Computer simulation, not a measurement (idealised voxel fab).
process module | voxel lift off
cross-section cut | 220 nm wide | cells 5 nm
A cross-section is a grid of square cells, given in bands from the top down. A band is one or more rows of cells.
Each band's line starts with the height of the band's top and of its bottom, in nm. Then come its materials from left to right, each with its width in nm. One material with "throughout" fills the band from edge to edge. "air" is empty space.
Height 0 is the level under which the wafer as received is all one material. The lowest band goes on downwards, as in "0 down".
A width such as "30 to 40" changes by the same amount from each row of cells to the next, from the band's top row to its bottom row.
"no change" after a step means that no cell of the cross-section changed.
closed voids: empty space of 8 cells or more with no open way to the top, each as width x height at its distance from the left edge, in nm
after a step's settings: what the simulator itself notes on the step
overlay nm, on a step with a mask: how far to the right of its planned place the mask lay; to the left if negative
plan
1 op RECEIVE | material Si
2 op CONFORMAL_DEP | material SiN | thk nm 15
3 op PATTERN | tone open | mask id LINES | material resist | width nm 25 | pitch nm 40 | thk nm 20 | overlay nm 0
4 op DIRECTIONAL_DEP | material Ru | thk nm 5
5 op STRIP | etch materials resist
6 op CONFORMAL_DEP | material SiN | thk nm 5
as received, after step 1
  0 down: Si throughout
  closed voids: none
first wafer at the end, as planned
  25 to 20: air 50 | SiN 35 | air 5 | SiN 35 | air 5 | SiN 35 | air 55
  20 to 15: SiN 55 | Ru 25 | SiN 15 | Ru 25 | SiN 15 | Ru 25 | SiN 60
  15 to 0: SiN throughout
  0 down: Si throughout
  closed voids: none
second wafer at the end: like start, like plan, one mistake
  25 to 20: air 50 | SiN 35 | air 5 | SiN 35 | air 5 | SiN 35 | air 55
  20 to 15: SiN 55 | Ru 25 | SiN 15 | Ru 25 | SiN 15 | Ru 25 | SiN 60
  15 to 0: Ru throughout
  0 down: Si throughout
  closed voids: none
what went wrong: step 2 ran as: op CONFORMAL_DEP | material Ru | thk nm 15
at the end the second wafer has, in cells: 132 more of Ru | 132 fewer of SiN
